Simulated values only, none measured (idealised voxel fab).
process module | voxel quadruple lines
Each square cell in cross-section cut measures 5 nm, and the section as a whole is 300 nm wide.
How to read a cross-section here: the picture is a grid of square cells, written as bands going from the top down, and any band can span one or more rows of cells.
Basically the band line says how high the top is and how high the bottom is, in nm, and then what's in it from left to right, every material with its width in nm. Empty space shows up as "air", and if a single material carries "all across" it runs the full band edge to edge.
The reference from which all heights are counted is 0, the level beneath which the as-received wafer is entirely one material; the lowest band, having no lower bound, proceeds downward and is written after the example "from 0 down".
Note: "30 to 40" means the width goes from the first number (top row of the band) to the second number (bottom row) in equal steps per row of cells.
The designation "everything unchanged", where it is given for a processing step, indicates that no cell of the cross-section was altered in the course of that step.
If an empty space has no open way to the top and is at least 8 cells in size, "Unvented internal voids" lists it, written width x height at distance, where distance is measured from the left edge and every value is in nm.
Step line, after settings: the simulator's comment on this step.
overlay nm: for a step with a mask, the amount by which the mask lay right of where it was planned; a negative amount means left of it.

# The planned process steps are enumerated hereunder
- 1: RECEIVE with material Si
- 2: CONFORMAL_DEP with material Al2O3, thk nm 5
- 3: DIRECTIONAL_DEP with material W, thk nm 10
- 4: DIRECTIONAL_DEP with material polySi, thk nm 15
- 5: DIRECTIONAL_DEP with material aC, thk nm 25
- 6: PATTERN with tone cover, mask id MANDREL, material resist, width nm 30, pitch nm 80, thk nm 30, overlay nm 0
- 7: DIRECTIONAL_ETCH with etch materials aC, depth nm 25
- 8: STRIP with etch materials resist
- 9: CONFORMAL_DEP with material SiO2, thk nm 10
- 10: DIRECTIONAL_ETCH with etch materials SiO2, depth nm 10
- 11: STRIP with etch materials aC
- 12: DIRECTIONAL_ETCH with etch materials polySi, depth nm 15
- 13: STRIP with etch materials SiO2
- 14: CONFORMAL_DEP with material SiN, thk nm 10
- 15: DIRECTIONAL_ETCH with etch materials SiN, depth nm 10
- 16: STRIP with etch materials polySi
- 17: DIRECTIONAL_ETCH with etch materials W, depth nm 10
- 18: STRIP with etch materials SiN

# Wafer cross-section on receipt, i.e. after step 1
	from 0 down | Si all across
	Unvented internal voids: none

# Cross-sectional view of the first of the two wafers upon completion of the module, processed in accordance with the plan
	from 15 to 5 | air 75 / W 10 / air 10 / W 10 / air 10 / W 10 / air 10 / W 10 / air 10 / W 10 / air 10 / W 10 / air 10 / W 10 / air 10 / W 10 / air 75
	from 5 to 0 | Al2O3 all across
	from 0 down | Si all across
	Unvented internal voids: none

# Here's the second of our two wafers sectioned at module end. Same start as the first, same plan, but one mistake got made running it
	from 15 to 5 | air 80 / W 10 / air 10 / W 20 / air 10 / W 10 / air 20 / W 10 / air 10 / W 20 / air 10 / W 10 / air 80
	from 5 to 0 | Al2O3 all across
	from 0 down | Si all across
	Unvented internal voids: none
Where did the run depart from the plan? the process deviated at step 6: the operation and settings actually run there were PATTERN with tone cover, mask id MANDREL, material resist, width nm 20, pitch nm 80, thk nm 30, overlay nm 0
Matching per-material cell counts, mismatched positions: that is how the second wafer compares with the first at the end.
